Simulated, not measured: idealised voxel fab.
The document below concerns the process module designated voxel transistor to metal.
Shown is cross-section cut, with a width of 180 nm and square cells of size 5 nm.
We lay out every cross-section as a grid of square cells and spell it out in bands from the top down, where one band means one or more rows of cells.
Quick guide to a band line: top height, bottom height (nm) up front; then every material left to right with its width in nm. Only one material and it's marked "all across"? Then it fills the band edge to edge. And "air" just means empty space.
The level at which height equals 0 is the one under which the wafer, as it arrives, is entirely one material. No lower edge exists for the bottom band, which continues downward and is notated as in "0 down".
Top row gets the first number, bottom row gets the second, and each row in between changes by the same step: that is how a band width like "30->40" works.
A step reported as "no modification" is a step in which no cell of the cross-section changed.
Listed in "Closed cavities": every empty space of 8 or more cells without an open way to the top. Form: width x height at distance, the distance being from the left edge, all in nm.
after a step's settings: what the simulator itself notes on the step
For masked steps, "overlay nm" on the step line gives how far right of plan the mask actually lay; a minus sign means it lay to the left.

Here's what the planned process steps look like
1: RECEIVE, material Si
2: CONFORMAL_DEP, material SiO2, thk nm 5
3: CONFORMAL_DEP, material SiN, thk nm 10
4: DIRECTIONAL_DEP, material aC, thk nm 15
5: PATTERN, tone cover, mask id ACTIVE, material resist, width nm 120, thk nm 30, overlay nm 0
6: DIRECTIONAL_ETCH, etch materials aC, depth nm 15
7: STRIP, etch materials resist
8: DIRECTIONAL_ETCH, etch materials SiN, depth nm 10
9: DIRECTIONAL_ETCH, etch materials SiO2, depth nm 5
10: DIRECTIONAL_ETCH, etch materials Si, depth nm 25
11: STRIP, etch materials aC
12: FILL_DEP, material SiO2, thk nm 10
13: CMP, height nm 15
14: SELECTIVE_ETCH, etch materials SiO2, depth nm 10
15: STRIP, etch materials SiN
16: SELECTIVE_ETCH, etch materials SiO2, depth nm 5
17: OXIDIZE, depth nm 5
18: DIRECTIONAL_DEP, material polySi, thk nm 25
19: DIRECTIONAL_DEP, material SiCN, thk nm 15
20: DIRECTIONAL_DEP, material aC, thk nm 15
21: PATTERN, tone cover, mask id GATE, material resist, width nm 30, thk nm 30, overlay nm 0
22: DIRECTIONAL_ETCH, etch materials aC, depth nm 15
23: STRIP, etch materials resist
24: DIRECTIONAL_ETCH, etch materials SiCN, depth nm 25
25: DIRECTIONAL_ETCH, etch materials polySi, depth nm 35
26: STRIP, etch materials aC
27: CONFORMAL_DEP, material SiO2, thk nm 5
28: DIRECTIONAL_ETCH, etch materials SiO2, depth nm 5
29: CONFORMAL_DEP, material SiN, thk nm 5
30: DIRECTIONAL_ETCH, etch materials SiN, depth nm 5
31: DIRECTIONAL_ETCH, etch materials SiO2, depth nm 5
32: EPI, material SiGe, thk nm 5
33: FILL_DEP, material SiO2, thk nm 5
34: CMP, height nm 25
35: STRIP, etch materials polySi
36: SELECTIVE_ETCH, etch materials SiO2, depth nm 5
37: CONFORMAL_DEP, material HfO2, thk nm 5
38: CONFORMAL_DEP, material TiN, thk nm 5
39: FILL_DEP, material W, thk nm 10
40: CMP, height nm 20
41: DIRECTIONAL_DEP, material SiO2, thk nm 15
42: PATTERN, tone open, mask id CONTACT, material resist, width nm 20, pitch nm 80, thk nm 15, overlay nm 0
43: DIRECTIONAL_ETCH, etch materials SiO2, depth nm 35
44: STRIP, etch materials resist
45: CONFORMAL_DEP, material TiN, thk nm 5
46: FILL_DEP, material W, thk nm 5
47: CMP, height nm 35
48: CONFORMAL_DEP, material SiN, thk nm 5
49: DIRECTIONAL_DEP, material lowk, thk nm 20
50: DIRECTIONAL_DEP, material aC, thk nm 15
51: PATTERN, tone open, mask id METAL_1, material resist, width nm 20, pitch nm 80, thk nm 30, overlay nm 0
52: DIRECTIONAL_ETCH, etch materials aC, depth nm 15
53: STRIP, etch materials resist
54: DIRECTIONAL_ETCH, etch materials lowk, depth nm 20
55: DIRECTIONAL_ETCH, etch materials SiN, depth nm 5
56: STRIP, etch materials aC
57: CONFORMAL_DEP, material TiN, thk nm 5
58: FILL_DEP, material Ru, thk nm 5
59: CMP, height nm 60
60: EPI, material Ru, thk nm 5
61: FILL_DEP, material SiCN, thk nm 5
62: DIRECTIONAL_DEP, material lowk, thk nm 35
63: MASKED_ETCH, tone open, mask id METAL_2_HOLES, width nm 15, pitch nm 80, etch materials lowk, depth nm 35, overlay nm 0
64: PATTERN, tone open, mask id METAL_2, material resist, width nm 20, pitch nm 80, thk nm 15, overlay nm 0
65: DIRECTIONAL_ETCH, etch materials lowk, depth nm 20
66: DIRECTIONAL_ETCH, etch materials SiCN, depth nm 5
67: STRIP, etch materials resist
68: CONFORMAL_DEP, material TiN, thk nm 5
69: FILL_DEP, material Cu, thk nm 10
70: CMP, height nm 105
71: CONFORMAL_DEP, material SiCN, thk nm 5

Cross-section: wafer on arrival = after step 1
0 down = Si all across
Closed cavities: none

The first of two wafers, cross-sectioned at the end of the module, with the run proceeding as planned
110 to 105 = SiCN all across
105 to 90 = lowk 40, TiN 5, Cu 10, TiN 5, lowk 60, TiN 5, Cu 10, TiN 5, lowk 40
90 to 85 = lowk 40, TiN 5, Cu 5, TiN 10, lowk 60, TiN 5, Cu 5, TiN 10, lowk 40
85 to 70 = lowk 40, TiN 5, Cu 5, TiN 5, lowk 65, TiN 5, Cu 5, TiN 5, lowk 45
70 to 65 = SiCN 40, TiN 15, SiCN 65, TiN 15, SiCN 45
65 to 60 = SiCN 35, Ru 30, SiCN 50, Ru 30, SiCN 35
60 to 40 = lowk 40, TiN 5, Ru 10, TiN 5, lowk 60, TiN 5, Ru 10, TiN 5, lowk 40
40 to 35 = SiN 40, TiN 20, SiN 60, TiN 20, SiN 40
35 to 20 = SiO2 40, TiN 5, W 10, TiN 5, SiO2 60, TiN 5, W 10, TiN 5, SiO2 40
20 to 5 = SiO2 40, TiN 5, W 10, TiN 5, SiO2 5, SiN 5, HfO2 5, TiN 5, W 20, TiN 5, HfO2 5, SiN 5, SiO2 5, TiN 5, W 10, TiN 5, SiO2 40
5 to 0 = SiO2 40, TiN 20, SiO2 5, SiN 5, HfO2 5, TiN 30, HfO2 5, SiN 5, SiO2 5, TiN 20, SiO2 40
0 to -5 = SiO2 25, SiGe 40, SiO2 5, HfO2 40, SiO2 5, SiGe 40, SiO2 25
-5 to -25 = SiO2 30, Si 120, SiO2 30
-25 down = Si all across
Closed cavities: none

Cross-section at end of module for the second wafer of two, which matched the first in starting point and plan and differed by one mistake in its processing
110 to 105 = SiCN all across
105 to 90 = lowk 40, TiN 5, Cu 10, TiN 5, lowk 60, TiN 5, Cu 10, TiN 5, lowk 40
90 to 85 = lowk 40, TiN 5, Cu 5, TiN 10, lowk 60, TiN 5, Cu 5, TiN 10, lowk 40
85 to 70 = lowk 40, TiN 5, Cu 5, TiN 5, lowk 65, TiN 5, Cu 5, TiN 5, lowk 45
70 to 65 = SiCN 40, TiN 15, SiCN 65, TiN 15, SiCN 45
65 to 60 = SiCN 35, Ru 30, SiCN 50, Ru 30, SiCN 35
60 to 40 = lowk 40, TiN 5, Ru 10, TiN 5, lowk 60, TiN 5, Ru 10, TiN 5, lowk 40
40 to 35 = SiN 40, TiN 20, SiN 60, TiN 20, SiN 40
35 to 25 = SiO2 40, TiN 5, W 10, TiN 5, SiO2 60, TiN 5, W 10, TiN 5, SiO2 40
25 to 20 = SiO2 40, TiN 20, SiO2 60, TiN 20, SiO2 40
20 to 5 = W 70, TiN 5, HfO2 5, SiN 5, SiO2 10, SiN 5, HfO2 5, TiN 5, W 70
5 to 0 = TiN 75, HfO2 5, SiN 5, SiO2 10, SiN 5, HfO2 5, TiN 75
0 to -5 = HfO2 80, SiO2 5, SiGe 10, SiO2 5, HfO2 80
-5 to -25 = SiO2 30, Si 120, SiO2 30
-25 down = Si all across
Closed cavities: none
Plan not followed: step 21 went in with a setting other than planned; the actual run was PATTERN, tone open, mask id GATE, material resist, width nm 30, thk nm 30, overlay nm 0
Final comparison by cell count, materials where the second wafer has more or fewer than the first: +24 HfO2; -14 SiGe; -74 SiO2; +8 TiN; +56 W
